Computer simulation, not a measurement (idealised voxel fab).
process module | voxel self aligned vias
cross-section cut | 190 nm wide | cells 5 nm
A cross-section is a grid of square cells, given in bands from the top down. A band is one or more rows of cells.
Each band's line starts with the height of the band's top and of its bottom, in nm. Then come its materials from left to right, each with its width in nm. One material with "throughout" fills the band from edge to edge. "air" is empty space.
Height 0 is the level under which the wafer as received is all one material. The lowest band goes on downwards, as in "0 down".
A width such as "30 to 40" changes by the same amount from each row of cells to the next, from the band's top row to its bottom row.
"no change" after a step means that no cell of the cross-section changed.
closed voids: empty space of 8 cells or more with no open way to the top, each as width x height at its distance from the left edge, in nm
after a step's settings: what the simulator itself notes on the step
overlay nm, on a step with a mask: how far to the right of its planned place the mask lay; to the left if negative
plan
1 op RECEIVE | material Si
2 op CONFORMAL_DEP | material SiO2 | thk nm 15
3 op CONFORMAL_DEP | material SiCN | thk nm 5
4 op DIRECTIONAL_DEP | material SiO2 | thk nm 30
5 op PATTERN | tone open | mask id LINES | material resist | width nm 20 | pitch nm 60 | thk nm 20 | overlay nm 0
6 op DIRECTIONAL_ETCH | etch materials SiO2 | depth nm 30
7 op STRIP | etch materials resist
8 op CONFORMAL_DEP | material TiN | thk nm 5
9 op FILL_DEP | material Ru | thk nm 10
10 op CMP | height nm 50
11 op SELECTIVE_ETCH | etch materials W Ru TiN | depth nm 5
12 op FILL_DEP | material SiN | thk nm 10
13 op CMP | height nm 50
14 op DIRECTIONAL_DEP | material SiO2 | thk nm 15
15 op PATTERN | tone open | mask id VIAS | material resist | width nm 40 | thk nm 15 | overlay nm 0
16 op DIRECTIONAL_ETCH | etch materials SiO2 | depth nm 15
17 op DIRECTIONAL_ETCH | etch materials SiN | depth nm 5
18 op STRIP | etch materials resist
19 op CONFORMAL_DEP | material TiN | thk nm 5
20 op FILL_DEP | material Ru | thk nm 5
21 op CMP | height nm 65
22 op CONFORMAL_DEP | material SiN | thk nm 5
as received, after step 1
  0 down: Si throughout
  closed voids: none
a wafer at the end: this start, this plan, one mistake
  70 to 65: SiN throughout
  65 to 55: SiO2 45 | TiN 5 | Ru 35 | TiN 5 | SiO2 100
  55 to 50: SiO2 45 | TiN 15 | Ru 10 | TiN 20 | SiO2 100
  50 to 45: SiO2 55 | TiN 20 | SiO2 40 | SiN 20 | SiO2 55
  45 to 25: SiO2 55 | TiN 5 | Ru 10 | TiN 5 | SiO2 40 | TiN 5 | Ru 10 | TiN 5 | SiO2 55
  25 to 20: SiO2 55 | TiN 20 | SiO2 40 | TiN 20 | SiO2 55
  20 to 15: SiCN throughout
  15 to 0: SiO2 throughout
  0 down: Si throughout
  closed voids: none
what went wrong: step 15 ran as: op PATTERN | tone open | mask id VIAS | material resist | width nm 45 | thk nm 15 | overlay nm 0
